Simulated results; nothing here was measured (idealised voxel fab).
process module | voxel transistor to metal
cross-section cut | 180 nm wide | cells 5 nm
A cross-section is a grid of square cells, given in bands from the top down. A band is one or more rows of cells.
Each band's line starts with the height of the band's top and of its bottom, in nm. Then come its materials from left to right, each with its width in nm. One material with "throughout" fills the band from edge to edge. "air" is empty space.
Height 0 is the level under which the wafer as received is all one material. The lowest band goes on downwards, as in "0 down".
A width such as "30 to 40" changes by the same amount from each row of cells to the next, from the band's top row to its bottom row.
"no change" after a step means that no cell of the cross-section changed.
closed voids: empty space of 8 cells or more with no open way to the top, each as width x height at its distance from the left edge, in nm
after a step's settings: what the simulator itself notes on the step
overlay nm, on a step with a mask: how far to the right of its planned place the mask lay; to the left if negative
plan
1 op RECEIVE | material Si
2 op CONFORMAL_DEP | material SiO2 | thk nm 5
3 op CONFORMAL_DEP | material SiN | thk nm 10
4 op DIRECTIONAL_DEP | material aC | thk nm 15
5 op PATTERN | tone cover | mask id ACTIVE | material resist | width nm 115 | thk nm 35 | overlay nm 0
6 op DIRECTIONAL_ETCH | etch materials aC | depth nm 15
7 op STRIP | etch materials resist
8 op DIRECTIONAL_ETCH | etch materials SiN | depth nm 10
9 op DIRECTIONAL_ETCH | etch materials SiO2 | depth nm 5
10 op DIRECTIONAL_ETCH | etch materials Si | depth nm 20
11 op STRIP | etch materials aC
12 op OXIDIZE | depth nm 5
13 op FILL_DEP | material SiO2 | thk nm 15
14 op CMP | height nm 15
15 op SELECTIVE_ETCH | etch materials SiO2 | depth nm 5
16 op STRIP | etch materials SiN
17 op SELECTIVE_ETCH | etch materials SiO2 | depth nm 5
18 op OXIDIZE | depth nm 5
19 op DIRECTIONAL_DEP | material polySi | thk nm 30
20 op DIRECTIONAL_DEP | material SiCN | thk nm 10
21 op MASKED_ETCH | tone cover | mask id GATE | width nm 25 | etch materials SiCN | depth nm 20 | overlay nm 0
22 op MASKED_ETCH | tone cover | mask id GATE | width nm 25 | etch materials polySi | depth nm 40 | overlay nm 0
23 op CONFORMAL_DEP | material SiN | thk nm 5
24 op DIRECTIONAL_ETCH | etch materials SiN | depth nm 5
25 op DIRECTIONAL_ETCH | etch materials SiO2 | depth nm 5
26 op DIRECTIONAL_ETCH | etch materials Si | depth nm 15
27 op EPI | material nSi | thk nm 15
28 op FILL_DEP | material SiO2 | thk nm 5
29 op CMP | height nm 30
30 op STRIP | etch materials polySi
31 op SELECTIVE_ETCH | etch materials SiO2 | depth nm 5
32 op CONFORMAL_DEP | material HfO2 | thk nm 5
33 op CONFORMAL_DEP | material TiN | thk nm 5
34 op FILL_DEP | material W | thk nm 10
35 op CMP | height nm 25
36 op DIRECTIONAL_DEP | material SiO2 | thk nm 10
37 op MASKED_ETCH | tone open | mask id CONTACT | width nm 15 | pitch nm 80 | etch materials SiO2 | depth nm 40 | overlay nm 0
38 op CONFORMAL_DEP | material TiN | thk nm 5
39 op FILL_DEP | material W | thk nm 5
40 op CMP | height nm 35
41 op DIRECTIONAL_DEP | material TiN | thk nm 5
42 op DIRECTIONAL_DEP | material Ru | thk nm 20
43 op MASKED_ETCH | tone cover | mask id METAL_1 | width nm 15 | pitch nm 80 | etch materials Ru | depth nm 20 | overlay nm 0
44 op MASKED_ETCH | tone cover | mask id METAL_1 | width nm 15 | pitch nm 80 | etch materials TiN | depth nm 5 | overlay nm 0
45 op CONFORMAL_DEP | material SiN | thk nm 5
46 op FILL_DEP | material SiO2 | thk nm 10
47 op CMP | height nm 60
48 op CONFORMAL_DEP | material SiCN | thk nm 5
first wafer, as planned
as received, after step 1
  0 down: Si throughout
  closed voids: none
after step 2
  5 to 0: SiO2 throughout
  below 0: unchanged
after step 3
  15 to 5: SiN throughout
  below 5: unchanged
after step 4
  30 to 15: aC throughout
  below 15: unchanged
after step 5
  65 to 30: air 30 | resist 115 | air 35
  below 30: unchanged
after step 6
  50 to 30: air 30 | resist 115 | air 35
  30 to 15: air 30 | aC 115 | air 35
  below 15: unchanged
after step 7
  30 to 15: air 30 | aC 115 | air 35
  below 15: unchanged
after step 8
  30 to 15: air 30 | aC 115 | air 35
  15 to 5: air 30 | SiN 115 | air 35
  below 5: unchanged
after step 9
  30 to 15: air 30 | aC 115 | air 35
  15 to 5: air 30 | SiN 115 | air 35
  5 to 0: air 30 | SiO2 115 | air 35
  below 0: unchanged
after step 10
  30 to 15: air 30 | aC 115 | air 35
  15 to 5: air 30 | SiN 115 | air 35
  5 to 0: air 30 | SiO2 115 | air 35
  0 to -20: air 30 | Si 115 | air 35
  below -20: unchanged
after step 11
  15 to 5: air 30 | SiN 115 | air 35
  below 5: unchanged
after step 12
  15 to 5: air 30 | SiN 115 | air 35
  5 to 0: air 30 | SiO2 115 | air 35
  0 to -20: air 30 | SiO2 5 | Si 105 | SiO2 5 | air 35
  -20 to -25: SiO2 35 | Si 105 | SiO2 40
  below -25: unchanged
after step 13
  30 to 15: SiO2 throughout
  15 to 5: SiO2 30 | SiN 115 | SiO2 35
  5 to 0: SiO2 throughout
  0 to -25: SiO2 35 | Si 105 | SiO2 40
  below -25: unchanged
after step 14
  15 to 5: SiO2 30 | SiN 115 | SiO2 35
  below 5: unchanged
after step 15
  15 to 10: air 30 | SiN 115 | air 35
  below 10: unchanged
after step 16
  10 to 5: SiO2 30 | air 115 | SiO2 35
  below 5: unchanged
after step 17
  5 to 0: SiO2 25 | air 125 | SiO2 30
  below 0: unchanged
after step 18
  5 to 0: SiO2 25 | air 125 | SiO2 30
  0 to -5: SiO2 throughout
  below -5: unchanged
after step 19
  35 to 30: polySi 25 | air 125 | polySi 30
  30 to 5: polySi throughout
  5 to 0: SiO2 25 | polySi 125 | SiO2 30
  below 0: unchanged
after step 20
  45 to 40: SiCN 25 | air 125 | SiCN 30
  40 to 35: SiCN throughout
  35 to 30: polySi 25 | SiCN 125 | polySi 30
  below 30: unchanged
after step 21
  40 to 35: air 75 | SiCN 25 | air 80
  35 to 30: polySi 25 | air 50 | SiCN 25 | air 50 | polySi 30
  below 30: unchanged
after step 22
  40 to 30: air 75 | SiCN 25 | air 80
  30 to 5: air 75 | polySi 25 | air 80
  5 to 0: SiO2 25 | air 50 | polySi 25 | air 50 | SiO2 30
  below 0: unchanged
after step 23
  45 to 40: air 70 | SiN 35 | air 75
  40 to 30: air 70 | SiN 5 | SiCN 25 | SiN 5 | air 75
  30 to 10: air 70 | SiN 5 | polySi 25 | SiN 5 | air 75
  10 to 5: SiN 30 | air 40 | SiN 5 | polySi 25 | SiN 5 | air 40 | SiN 35
  5 to 0: SiO2 25 | SiN 50 | polySi 25 | SiN 50 | SiO2 30
  below 0: unchanged
after step 24
  40 to 30: air 70 | SiN 5 | SiCN 25 | SiN 5 | air 75
  30 to 5: air 70 | SiN 5 | polySi 25 | SiN 5 | air 75
  5 to 0: SiO2 25 | SiN 5 | air 40 | SiN 5 | polySi 25 | SiN 5 | air 40 | SiN 5 | SiO2 30
  below 0: unchanged
after step 25
  40 to 30: air 70 | SiN 5 | SiCN 25 | SiN 5 | air 75
  30 to 5: air 70 | SiN 5 | polySi 25 | SiN 5 | air 75
  5 to 0: air 25 | SiN 5 | air 40 | SiN 5 | polySi 25 | SiN 5 | air 40 | SiN 5 | air 30
  0 to -5: SiO2 30 | air 40 | SiO2 35 | air 40 | SiO2 35
  below -5: unchanged
after step 26
  40 to 30: air 70 | SiN 5 | SiCN 25 | SiN 5 | air 75
  30 to 5: air 70 | SiN 5 | polySi 25 | SiN 5 | air 75
  5 to 0: air 25 | SiN 5 | air 40 | SiN 5 | polySi 25 | SiN 5 | air 40 | SiN 5 | air 30
  0 to -5: SiO2 30 | air 40 | SiO2 35 | air 40 | SiO2 35
  -5 to -20: SiO2 35 | air 35 | Si 35 | air 35 | SiO2 40
  below -20: unchanged
after step 27
  40 to 30: air 70 | SiN 5 | SiCN 25 | SiN 5 | air 75
  30 to 10: air 70 | SiN 5 | polySi 25 | SiN 5 | air 75
  10 to 5: air 55 | nSi 15 | SiN 5 | polySi 25 | SiN 5 | nSi 15 | air 60
  5 to 0: air 25 | SiN 5 | air 25 | nSi 15 | SiN 5 | polySi 25 | SiN 5 | nSi 15 | air 25 | SiN 5 | air 30
  0 to -5: SiO2 30 | air 25 | nSi 15 | SiO2 35 | nSi 15 | air 25 | SiO2 35
  -5 to -20: SiO2 35 | nSi 35 | Si 35 | nSi 35 | SiO2 40
  below -20: unchanged
after step 28
  45 to 40: SiO2 throughout
  40 to 30: SiO2 70 | SiN 5 | SiCN 25 | SiN 5 | SiO2 75
  30 to 10: SiO2 70 | SiN 5 | polySi 25 | SiN 5 | SiO2 75
  10 to 5: SiO2 55 | nSi 15 | SiN 5 | polySi 25 | SiN 5 | nSi 15 | SiO2 60
  5 to 0: SiO2 25 | SiN 5 | SiO2 25 | nSi 15 | SiN 5 | polySi 25 | SiN 5 | nSi 15 | SiO2 25 | SiN 5 | SiO2 30
  0 to -5: SiO2 55 | nSi 15 | SiO2 35 | nSi 15 | SiO2 60
  below -5: unchanged
after step 29
  30 to 10: SiO2 70 | SiN 5 | polySi 25 | SiN 5 | SiO2 75
  below 10: unchanged
after step 30
  30 to 10: SiO2 70 | SiN 5 | air 25 | SiN 5 | SiO2 75
  10 to 5: SiO2 55 | nSi 15 | SiN 5 | air 25 | SiN 5 | nSi 15 | SiO2 60
  5 to 0: SiO2 25 | SiN 5 | SiO2 25 | nSi 15 | SiN 5 | air 25 | SiN 5 | nSi 15 | SiO2 25 | SiN 5 | SiO2 30
  below 0: unchanged
after step 31
  30 to 25: air 70 | SiN 5 | air 25 | SiN 5 | air 75
  25 to 10: SiO2 70 | SiN 5 | air 25 | SiN 5 | SiO2 75
  10 to 5: SiO2 55 | nSi 15 | SiN 5 | air 25 | SiN 5 | nSi 15 | SiO2 60
  5 to 0: SiO2 25 | SiN 5 | SiO2 25 | nSi 15 | SiN 5 | air 25 | SiN 5 | nSi 15 | SiO2 25 | SiN 5 | SiO2 30
  0 to -5: SiO2 55 | nSi 15 | air 35 | nSi 15 | SiO2 60
  below -5: unchanged
after step 32
  35 to 30: air 65 | HfO2 15 | air 15 | HfO2 15 | air 70
  30 to 25: HfO2 70 | SiN 5 | HfO2 5 | air 15 | HfO2 5 | SiN 5 | HfO2 75
  25 to 10: SiO2 70 | SiN 5 | HfO2 5 | air 15 | HfO2 5 | SiN 5 | SiO2 75
  10 to 5: SiO2 55 | nSi 15 | SiN 5 | HfO2 5 | air 15 | HfO2 5 | SiN 5 | nSi 15 | SiO2 60
  5 to 0: SiO2 25 | SiN 5 | SiO2 25 | nSi 15 | SiN 5 | HfO2 5 | air 15 | HfO2 5 | SiN 5 | nSi 15 | SiO2 25 | SiN 5 | SiO2 30
  0 to -5: SiO2 55 | nSi 15 | HfO2 35 | nSi 15 | SiO2 60
  below -5: unchanged
after step 33
  40 to 35: air 60 | TiN 25 | air 5 | TiN 25 | air 65
  35 to 30: TiN 65 | HfO2 15 | TiN 5 | air 5 | TiN 5 | HfO2 15 | TiN 70
  30 to 25: HfO2 70 | SiN 5 | HfO2 5 | TiN 5 | air 5 | TiN 5 | HfO2 5 | SiN 5 | HfO2 75
  25 to 10: SiO2 70 | SiN 5 | HfO2 5 | TiN 5 | air 5 | TiN 5 | HfO2 5 | SiN 5 | SiO2 75
  10 to 5: SiO2 55 | nSi 15 | SiN 5 | HfO2 5 | TiN 5 | air 5 | TiN 5 | HfO2 5 | SiN 5 | nSi 15 | SiO2 60
  5 to 0: SiO2 25 | SiN 5 | SiO2 25 | nSi 15 | SiN 5 | HfO2 5 | TiN 15 | HfO2 5 | SiN 5 | nSi 15 | SiO2 25 | SiN 5 | SiO2 30
  below 0: unchanged
after step 34
  50 to 40: W throughout
  40 to 35: W 60 | TiN 25 | W 5 | TiN 25 | W 65
  35 to 30: TiN 65 | HfO2 15 | TiN 5 | W 5 | TiN 5 | HfO2 15 | TiN 70
  30 to 25: HfO2 70 | SiN 5 | HfO2 5 | TiN 5 | W 5 | TiN 5 | HfO2 5 | SiN 5 | HfO2 75
  25 to 10: SiO2 70 | SiN 5 | HfO2 5 | TiN 5 | W 5 | TiN 5 | HfO2 5 | SiN 5 | SiO2 75
  10 to 5: SiO2 55 | nSi 15 | SiN 5 | HfO2 5 | TiN 5 | W 5 | TiN 5 | HfO2 5 | SiN 5 | nSi 15 | SiO2 60
  below 5: unchanged
after step 35
  25 to 10: SiO2 70 | SiN 5 | HfO2 5 | TiN 5 | W 5 | TiN 5 | HfO2 5 | SiN 5 | SiO2 75
  below 10: unchanged
after step 36
  35 to 25: SiO2 throughout
  below 25: unchanged
after step 37
  35 to 25: SiO2 40 | air 15 | SiO2 65 | air 15 | SiO2 45
  25 to 10: SiO2 40 | air 15 | SiO2 15 | SiN 5 | HfO2 5 | TiN 5 | W 5 | TiN 5 | HfO2 5 | SiN 5 | SiO2 15 | air 15 | SiO2 45
  10 to 5: SiO2 40 | air 15 | nSi 15 | SiN 5 | HfO2 5 | TiN 5 | W 5 | TiN 5 | HfO2 5 | SiN 5 | nSi 15 | air 15 | SiO2 45
  5 to 0: SiO2 25 | SiN 5 | SiO2 10 | air 15 | nSi 15 | SiN 5 | HfO2 5 | TiN 15 | HfO2 5 | SiN 5 | nSi 15 | air 15 | SiO2 10 | SiN 5 | SiO2 30
  0 to -5: SiO2 40 | air 15 | nSi 15 | HfO2 35 | nSi 15 | air 15 | SiO2 45
  below -5: unchanged
after step 38
  40 to 35: TiN 45 | air 5 | TiN 75 | air 5 | TiN 50
  35 to 25: SiO2 40 | TiN 5 | air 5 | TiN 5 | SiO2 65 | TiN 5 | air 5 | TiN 5 | SiO2 45
  25 to 10: SiO2 40 | TiN 5 | air 5 | TiN 5 | SiO2 15 | SiN 5 | HfO2 5 | TiN 5 | W 5 | TiN 5 | HfO2 5 | SiN 5 | SiO2 15 | TiN 5 | air 5 | TiN 5 | SiO2 45
  10 to 5: SiO2 40 | TiN 5 | air 5 | TiN 5 | nSi 15 | SiN 5 | HfO2 5 | TiN 5 | W 5 | TiN 5 | HfO2 5 | SiN 5 | nSi 15 | TiN 5 | air 5 | TiN 5 | SiO2 45
  5 to 0: SiO2 25 | SiN 5 | SiO2 10 | TiN 5 | air 5 | TiN 5 | nSi 15 | SiN 5 | HfO2 5 | TiN 15 | HfO2 5 | SiN 5 | nSi 15 | TiN 5 | air 5 | TiN 5 | SiO2 10 | SiN 5 | SiO2 30
  0 to -5: SiO2 40 | TiN 15 | nSi 15 | HfO2 35 | nSi 15 | TiN 15 | SiO2 45
  below -5: unchanged
after step 39
  45 to 40: W throughout
  40 to 35: TiN 45 | W 5 | TiN 75 | W 5 | TiN 50
  35 to 25: SiO2 40 | TiN 5 | W 5 | TiN 5 | SiO2 65 | TiN 5 | W 5 | TiN 5 | SiO2 45
  25 to 10: SiO2 40 | TiN 5 | W 5 | TiN 5 | SiO2 15 | SiN 5 | HfO2 5 | TiN 5 | W 5 | TiN 5 | HfO2 5 | SiN 5 | SiO2 15 | TiN 5 | W 5 | TiN 5 | SiO2 45
  10 to 5: SiO2 40 | TiN 5 | W 5 | TiN 5 | nSi 15 | SiN 5 | HfO2 5 | TiN 5 | W 5 | TiN 5 | HfO2 5 | SiN 5 | nSi 15 | TiN 5 | W 5 | TiN 5 | SiO2 45
  5 to 0: SiO2 25 | SiN 5 | SiO2 10 | TiN 5 | W 5 | TiN 5 | nSi 15 | SiN 5 | HfO2 5 | TiN 15 | HfO2 5 | SiN 5 | nSi 15 | TiN 5 | W 5 | TiN 5 | SiO2 10 | SiN 5 | SiO2 30
  below 0: unchanged
after step 40
  35 to 25: SiO2 40 | TiN 5 | W 5 | TiN 5 | SiO2 65 | TiN 5 | W 5 | TiN 5 | SiO2 45
  below 25: unchanged
after step 41
  40 to 35: TiN throughout
  below 35: unchanged
after step 42
  60 to 40: Ru throughout
  below 40: unchanged
after step 43
  60 to 40: air 40 | Ru 15 | air 65 | Ru 15 | air 45
  below 40: unchanged
after step 44
  60 to 40: air 40 | Ru 15 | air 65 | Ru 15 | air 45
  40 to 35: air 40 | TiN 15 | air 65 | TiN 15 | air 45
  below 35: unchanged
after step 45
  65 to 60: air 35 | SiN 25 | air 55 | SiN 25 | air 40
  60 to 40: air 35 | SiN 5 | Ru 15 | SiN 5 | air 55 | SiN 5 | Ru 15 | SiN 5 | air 40
  40 to 35: SiN 40 | TiN 15 | SiN 65 | TiN 15 | SiN 45
  below 35: unchanged
after step 46
  75 to 65: SiO2 throughout
  65 to 60: SiO2 35 | SiN 25 | SiO2 55 | SiN 25 | SiO2 40
  60 to 40: SiO2 35 | SiN 5 | Ru 15 | SiN 5 | SiO2 55 | SiN 5 | Ru 15 | SiN 5 | SiO2 40
  below 40: unchanged
after step 47
  60 to 40: SiO2 35 | SiN 5 | Ru 15 | SiN 5 | SiO2 55 | SiN 5 | Ru 15 | SiN 5 | SiO2 40
  below 40: unchanged
after step 48
  65 to 60: SiCN throughout
  below 60: unchanged
second wafer: like start, like plan, one mistake. Through step 4 it matches the first wafer
when step 5 should have ended
  65 to 30: resist 30 | air 115 | resist 35
  below 30: unchanged
when step 6 should have ended
  50 to 30: resist 30 | air 115 | resist 35
  30 to 15: aC 30 | air 115 | aC 35
  below 15: unchanged
when step 7 should have ended
  30 to 15: aC 30 | air 115 | aC 35
  below 15: unchanged
when step 8 should have ended
  30 to 15: aC 30 | air 115 | aC 35
  15 to 5: SiN 30 | air 115 | SiN 35
  below 5: unchanged
when step 9 should have ended
  30 to 15: aC 30 | air 115 | aC 35
  15 to 5: SiN 30 | air 115 | SiN 35
  5 to 0: SiO2 30 | air 115 | SiO2 35
  below 0: unchanged
when step 10 should have ended
  30 to 15: aC 30 | air 115 | aC 35
  15 to 5: SiN 30 | air 115 | SiN 35
  5 to 0: SiO2 30 | air 115 | SiO2 35
  0 to -20: Si 30 | air 115 | Si 35
  below -20: unchanged
when step 11 should have ended
  15 to 5: SiN 30 | air 115 | SiN 35
  below 5: unchanged
when step 12 should have ended
  15 to 5: SiN 30 | air 115 | SiN 35
  5 to 0: SiO2 30 | air 115 | SiO2 35
  0 to -20: Si 25 | SiO2 5 | air 115 | SiO2 5 | Si 30
  -20 to -25: Si 25 | SiO2 125 | Si 30
  below -25: unchanged
when step 13 should have ended
  30 to 15: SiO2 throughout
  15 to 5: SiN 30 | SiO2 115 | SiN 35
  5 to 0: SiO2 throughout
  0 to -25: Si 25 | SiO2 125 | Si 30
  below -25: unchanged
when step 14 should have ended
  15 to 5: SiN 30 | SiO2 115 | SiN 35
  below 5: unchanged
when step 15 should have ended
  15 to 10: SiN 30 | air 115 | SiN 35
  below 10: unchanged
when step 16 should have ended
  10 to 5: air 30 | SiO2 115 | air 35
  below 5: unchanged
when step 17 should have ended
  5 to 0: air 35 | SiO2 105 | air 40
  below 0: unchanged
when step 18 should have ended
  5 to 0: air 35 | SiO2 105 | air 40
  0 to -5: SiO2 throughout
  below -5: unchanged
when step 19 should have ended
  35 to 30: air 35 | polySi 105 | air 40
  30 to 5: polySi throughout
  5 to 0: polySi 35 | SiO2 105 | polySi 40
  below 0: unchanged
when step 20 should have ended
  45 to 40: air 35 | SiCN 105 | air 40
  40 to 35: SiCN throughout
  35 to 30: SiCN 35 | polySi 105 | SiCN 40
  below 30: unchanged
when step 21 should have ended
  45 to 35: air 75 | SiCN 25 | air 80
  35 to 30: air 35 | polySi 105 | air 40
  below 30: unchanged
when step 22 should have ended
  45 to 35: air 75 | SiCN 25 | air 80
  35 to 5: air 75 | polySi 25 | air 80
  5 to 0: air 35 | SiO2 105 | air 40
  below 0: unchanged
when step 23 should have ended
  50 to 45: air 70 | SiN 35 | air 75
  45 to 35: air 70 | SiN 5 | SiCN 25 | SiN 5 | air 75
  35 to 10: air 70 | SiN 5 | polySi 25 | SiN 5 | air 75
  10 to 5: air 30 | SiN 45 | polySi 25 | SiN 45 | air 35
  5 to 0: SiN 35 | SiO2 105 | SiN 40
  below 0: unchanged
when step 24 should have ended
  45 to 35: air 70 | SiN 5 | SiCN 25 | SiN 5 | air 75
  35 to 5: air 70 | SiN 5 | polySi 25 | SiN 5 | air 75
  5 to 0: air 30 | SiN 5 | SiO2 105 | SiN 5 | air 35
  below 0: unchanged
when step 25 should have ended
  45 to 35: air 70 | SiN 5 | SiCN 25 | SiN 5 | air 75
  35 to 5: air 70 | SiN 5 | polySi 25 | SiN 5 | air 75
  5 to 0: air 30 | SiN 5 | air 35 | SiO2 35 | air 35 | SiN 5 | air 35
  0 to -5: air 30 | SiO2 115 | air 35
  below -5: unchanged
when step 26 should have ended
  45 to 35: air 70 | SiN 5 | SiCN 25 | SiN 5 | air 75
  35 to 5: air 70 | SiN 5 | polySi 25 | SiN 5 | air 75
  5 to 0: air 30 | SiN 5 | air 35 | SiO2 35 | air 35 | SiN 5 | air 35
  0 to -5: air 30 | SiO2 115 | air 35
  -5 to -20: air 25 | SiO2 125 | air 30
  below -20: unchanged
when step 27 should have ended
  45 to 35: air 70 | SiN 5 | SiCN 25 | SiN 5 | air 75
  35 to 5: air 70 | SiN 5 | polySi 25 | SiN 5 | air 75
  5 to 0: air 30 | SiN 5 | air 35 | SiO2 35 | air 35 | SiN 5 | air 35
  0 to -5: air 30 | SiO2 115 | air 35
  -5 to -20: nSi 25 | SiO2 125 | nSi 30
  below -20: unchanged
when step 28 should have ended
  50 to 45: SiO2 throughout
  45 to 35: SiO2 70 | SiN 5 | SiCN 25 | SiN 5 | SiO2 75
  35 to 5: SiO2 70 | SiN 5 | polySi 25 | SiN 5 | SiO2 75
  5 to 0: SiO2 30 | SiN 5 | SiO2 105 | SiN 5 | SiO2 35
  0 to -5: SiO2 throughout
  below -5: unchanged
when step 29 should have ended
  30 to 5: SiO2 70 | SiN 5 | polySi 25 | SiN 5 | SiO2 75
  below 5: unchanged
when step 30 should have ended
  30 to 5: SiO2 70 | SiN 5 | air 25 | SiN 5 | SiO2 75
  below 5: unchanged
when step 31 should have ended
  30 to 25: air 70 | SiN 5 | air 25 | SiN 5 | air 75
  25 to 5: SiO2 70 | SiN 5 | air 25 | SiN 5 | SiO2 75
  5 to 0: SiO2 30 | SiN 5 | SiO2 35 | air 35 | SiO2 35 | SiN 5 | SiO2 35
  below 0: unchanged
when step 32 should have ended
  35 to 30: air 65 | HfO2 15 | air 15 | HfO2 15 | air 70
  30 to 25: HfO2 70 | SiN 5 | HfO2 5 | air 15 | HfO2 5 | SiN 5 | HfO2 75
  25 to 5: SiO2 70 | SiN 5 | HfO2 5 | air 15 | HfO2 5 | SiN 5 | SiO2 75
  5 to 0: SiO2 30 | SiN 5 | SiO2 35 | HfO2 35 | SiO2 35 | SiN 5 | SiO2 35
  below 0: unchanged
when step 33 should have ended
  40 to 35: air 60 | TiN 25 | air 5 | TiN 25 | air 65
  35 to 30: TiN 65 | HfO2 15 | TiN 5 | air 5 | TiN 5 | HfO2 15 | TiN 70
  30 to 25: HfO2 70 | SiN 5 | HfO2 5 | TiN 5 | air 5 | TiN 5 | HfO2 5 | SiN 5 | HfO2 75
  25 to 10: SiO2 70 | SiN 5 | HfO2 5 | TiN 5 | air 5 | TiN 5 | HfO2 5 | SiN 5 | SiO2 75
  10 to 5: SiO2 70 | SiN 5 | HfO2 5 | TiN 15 | HfO2 5 | SiN 5 | SiO2 75
  below 5: unchanged
when step 34 should have ended
  50 to 40: W throughout
  40 to 35: W 60 | TiN 25 | W 5 | TiN 25 | W 65
  35 to 30: TiN 65 | HfO2 15 | TiN 5 | W 5 | TiN 5 | HfO2 15 | TiN 70
  30 to 25: HfO2 70 | SiN 5 | HfO2 5 | TiN 5 | W 5 | TiN 5 | HfO2 5 | SiN 5 | HfO2 75
  25 to 10: SiO2 70 | SiN 5 | HfO2 5 | TiN 5 | W 5 | TiN 5 | HfO2 5 | SiN 5 | SiO2 75
  below 10: unchanged
when step 35 should have ended
  25 to 10: SiO2 70 | SiN 5 | HfO2 5 | TiN 5 | W 5 | TiN 5 | HfO2 5 | SiN 5 | SiO2 75
  below 10: unchanged
when step 36 should have ended
  35 to 25: SiO2 throughout
  below 25: unchanged
when step 37 should have ended
  35 to 25: SiO2 40 | air 15 | SiO2 65 | air 15 | SiO2 45
  25 to 10: SiO2 40 | air 15 | SiO2 15 | SiN 5 | HfO2 5 | TiN 5 | W 5 | TiN 5 | HfO2 5 | SiN 5 | SiO2 15 | air 15 | SiO2 45
  10 to 5: SiO2 40 | air 15 | SiO2 15 | SiN 5 | HfO2 5 | TiN 15 | HfO2 5 | SiN 5 | SiO2 15 | air 15 | SiO2 45
  5 to 0: SiO2 30 | SiN 5 | SiO2 5 | air 15 | SiO2 15 | HfO2 35 | SiO2 15 | air 15 | SiO2 5 | SiN 5 | SiO2 35
  0 to -5: SiO2 40 | air 15 | SiO2 65 | air 15 | SiO2 45
  below -5: unchanged
when step 38 should have ended
  40 to 35: TiN 45 | air 5 | TiN 75 | air 5 | TiN 50
  35 to 25: SiO2 40 | TiN 5 | air 5 | TiN 5 | SiO2 65 | TiN 5 | air 5 | TiN 5 | SiO2 45
  25 to 10: SiO2 40 | TiN 5 | air 5 | TiN 5 | SiO2 15 | SiN 5 | HfO2 5 | TiN 5 | W 5 | TiN 5 | HfO2 5 | SiN 5 | SiO2 15 | TiN 5 | air 5 | TiN 5 | SiO2 45
  10 to 5: SiO2 40 | TiN 5 | air 5 | TiN 5 | SiO2 15 | SiN 5 | HfO2 5 | TiN 15 | HfO2 5 | SiN 5 | SiO2 15 | TiN 5 | air 5 | TiN 5 | SiO2 45
  5 to 0: SiO2 30 | SiN 5 | SiO2 5 | TiN 5 | air 5 | TiN 5 | SiO2 15 | HfO2 35 | SiO2 15 | TiN 5 | air 5 | TiN 5 | SiO2 5 | SiN 5 | SiO2 35
  0 to -5: SiO2 40 | TiN 15 | SiO2 65 | TiN 15 | SiO2 45
  below -5: unchanged
when step 39 should have ended
  45 to 40: W throughout
  40 to 35: TiN 45 | W 5 | TiN 75 | W 5 | TiN 50
  35 to 25: SiO2 40 | TiN 5 | W 5 | TiN 5 | SiO2 65 | TiN 5 | W 5 | TiN 5 | SiO2 45
  25 to 10: SiO2 40 | TiN 5 | W 5 | TiN 5 | SiO2 15 | SiN 5 | HfO2 5 | TiN 5 | W 5 | TiN 5 | HfO2 5 | SiN 5 | SiO2 15 | TiN 5 | W 5 | TiN 5 | SiO2 45
  10 to 5: SiO2 40 | TiN 5 | W 5 | TiN 5 | SiO2 15 | SiN 5 | HfO2 5 | TiN 15 | HfO2 5 | SiN 5 | SiO2 15 | TiN 5 | W 5 | TiN 5 | SiO2 45
  5 to 0: SiO2 30 | SiN 5 | SiO2 5 | TiN 5 | W 5 | TiN 5 | SiO2 15 | HfO2 35 | SiO2 15 | TiN 5 | W 5 | TiN 5 | SiO2 5 | SiN 5 | SiO2 35
  below 0: unchanged
when step 40 should have ended
  35 to 25: SiO2 40 | TiN 5 | W 5 | TiN 5 | SiO2 65 | TiN 5 | W 5 | TiN 5 | SiO2 45
  below 25: unchanged
when step 41 should have ended
  40 to 35: TiN throughout
  below 35: unchanged
when step 42 should have ended
  60 to 40: Ru throughout
  below 40: unchanged
when step 43 should have ended
  60 to 40: air 40 | Ru 15 | air 65 | Ru 15 | air 45
  below 40: unchanged
when step 44 should have ended
  60 to 40: air 40 | Ru 15 | air 65 | Ru 15 | air 45
  40 to 35: air 40 | TiN 15 | air 65 | TiN 15 | air 45
  below 35: unchanged
when step 45 should have ended
  65 to 60: air 35 | SiN 25 | air 55 | SiN 25 | air 40
  60 to 40: air 35 | SiN 5 | Ru 15 | SiN 5 | air 55 | SiN 5 | Ru 15 | SiN 5 | air 40
  40 to 35: SiN 40 | TiN 15 | SiN 65 | TiN 15 | SiN 45
  below 35: unchanged
when step 46 should have ended
  75 to 65: SiO2 throughout
  65 to 60: SiO2 35 | SiN 25 | SiO2 55 | SiN 25 | SiO2 40
  60 to 40: SiO2 35 | SiN 5 | Ru 15 | SiN 5 | SiO2 55 | SiN 5 | Ru 15 | SiN 5 | SiO2 40
  below 40: unchanged
when step 47 should have ended
  60 to 40: SiO2 35 | SiN 5 | Ru 15 | SiN 5 | SiO2 55 | SiN 5 | Ru 15 | SiN 5 | SiO2 40
  below 40: unchanged
when step 48 should have ended
  65 to 60: SiCN throughout
  below 60: unchanged
what went wrong: step 5 ran as: op PATTERN | tone open | mask id ACTIVE | material resist | width nm 115 | thk nm 35 | overlay nm 0
at the end the second wafer has, in cells: 2 fewer of HfO2 | 31 fewer of Si | 2 fewer of SiN | 65 more of SiO2 | 2 fewer of TiN | 1 fewer of W | 27 fewer of nSi
